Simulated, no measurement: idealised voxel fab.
process module | voxel ribs on slabs
cross-section cut | 190 nm wide | cells 5 nm
A cross-section is a grid of square cells, given in bands from the top down. A band is one or more rows of cells.
Each band's line starts with the height of the band's top and of its bottom, in nm. Then come its materials from left to right, each with its width in nm. One material with "throughout" fills the band from edge to edge. "air" is empty space.
Height 0 is the level under which the wafer as received is all one material. The lowest band goes on downwards, as in "0 down".
A width such as "30 to 40" changes by the same amount from each row of cells to the next, from the band's top row to its bottom row.
"no change" after a step means that no cell of the cross-section changed.
closed voids: empty space of 8 cells or more with no open way to the top, each as width x height at its distance from the left edge, in nm
after a step's settings: what the simulator itself notes on the step
overlay nm, on a step with a mask: how far to the right of its planned place the mask lay; to the left if negative
plan
1 op RECEIVE | material Si
2 op DIRECTIONAL_DEP | material SiO2 | thk nm 30
3 op DIRECTIONAL_DEP | material polySi | thk nm 20
4 op PATTERN | tone cover | mask id RIB | material resist | width nm 30 | thk nm 20 | overlay nm 0
5 op DIRECTIONAL_ETCH | etch materials polySi | depth nm 15
6 op STRIP | etch materials resist
7 op PATTERN | tone cover | mask id SLAB | material resist | width nm 80 | thk nm 15 | overlay nm 0
8 op DIRECTIONAL_ETCH | etch materials polySi | depth nm 5
9 op STRIP | etch materials resist
10 op FILL_DEP | material SiO2 | thk nm 20
11 op CMP | height nm 60
12 op DIRECTIONAL_DEP | material W | thk nm 5
13 op MASKED_ETCH | tone cover | mask id HEATER | width nm 40 | etch materials W | depth nm 5 | overlay nm 0
14 op CONFORMAL_DEP | material SiO2 | thk nm 5
as received, after step 1
  0 down: Si throughout
  closed voids: none
first wafer at the end, as planned
  70 to 65: air 70 | SiO2 50 | air 70
  65 to 60: SiO2 75 | W 40 | SiO2 75
  60 to 50: SiO2 throughout
  50 to 35: SiO2 80 | polySi 30 | SiO2 80
  35 to 30: SiO2 55 | polySi 80 | SiO2 55
  30 to 0: SiO2 throughout
  0 down: Si throughout
  closed voids: none
second wafer at the end: like start, like plan, one mistake
  70 to 65: air 70 | SiO2 50 | air 70
  65 to 60: SiO2 75 | W 40 | SiO2 75
  60 to 20: SiO2 throughout
  20 to 0: polySi throughout
  0 down: Si throughout
  closed voids: none
what went wrong: steps 2 and 3 were swapped
at the end the second wafer has, in cells: 118 fewer of SiO2 | 118 more of polySi
